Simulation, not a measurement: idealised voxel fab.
Documented hereafter: the process module known as voxel double patterning.
290 nm wide, 5 nm square cells: that's cross-section cut.
For the purposes of this document, a cross-section shall be understood as a grid of square cells, specified as bands listed in top-to-bottom order, each band consisting of one or more rows of cells.
For a band, the entry starts with two heights in nm, that of the top and then that of the bottom, and carries on with the band's materials in order from left to right, each alongside its width in nm; the word "everywhere" beside a single material means it fills the band edge to edge, and "empty" means empty space.
Heights are reckoned from 0. Under this level, the received wafer is all of one material. The bottommost band is open-ended downward, for example "top 0, no bottom".
Read "30 to 40" as a graded width: first number on top, second number at the bottom, same change between each pair of neighbouring rows.
The cross-section has no changed cell in any step marked "remains unaltered".
This entry, "Sealed void inventory", enumerates those empty regions of no fewer than 8 cells that possess no open connection to the top. Each region is reported in the form width x height at distance, the distance being taken from the left edge, with all three quantities expressed in nm.
Heads up: the bit after the settings on a step's line is the simulator's remark on that step.
"overlay nm" on a masked step: distance the mask lay right of its planned place, negative for left.
Steps in the process plan
1 RECEIVE with material Si
2 CONFORMAL_DEP with material SiO2, thk nm 10
3 DIRECTIONAL_DEP with material TiN, thk nm 10
4 DIRECTIONAL_DEP with material SiN, thk nm 10
5 DIRECTIONAL_DEP with material aC, thk nm 15
6 PATTERN with tone open, mask id FIRST, material resist, width nm 15, pitch nm 50, thk nm 30, overlay nm 0
7 DIRECTIONAL_ETCH with etch materials aC, depth nm 15
8 STRIP with etch materials resist
9 DIRECTIONAL_ETCH with etch materials SiN, depth nm 10
10 STRIP with etch materials aC
11 PATTERN with tone open, mask id SECOND, material resist, width nm 15, thk nm 20, overlay nm 0
12 DIRECTIONAL_ETCH with etch materials SiN, depth nm 10
13 STRIP with etch materials resist
14 DIRECTIONAL_ETCH with etch materials TiN, depth nm 10
15 STRIP with etch materials SiN
As-received wafer cross-section (after step 1)
	top 0, no bottom = Si everywhere
	Sealed void inventory: none
As-planned run: cross-section of the first of two wafers at end of module
	top 20, bottom 10 = TiN 110 nm | empty 15 nm | TiN 10 nm | empty 15 nm | TiN 10 nm | empty 15 nm | TiN 115 nm
	top 10, bottom 0 = SiO2 everywhere
	top 0, no bottom = Si everywhere
	Sealed void inventory: none
Wafer two, end of module, cross-section. Same start, same plan as wafer one. One mistake in the run
	top 10, bottom 0 = TiN 110 nm | empty 15 nm | TiN 10 nm | empty 15 nm | TiN 10 nm | empty 15 nm | TiN 115 nm
	top 0, no bottom = Si everywhere
	Sealed void inventory: none
In executing the process, a mistake was made relative to the plan: step 2 of the plan was bypassed and not carried out
Heads up, by the end the second wafer has more or fewer cells of some materials compared to the first: -116 SiO2
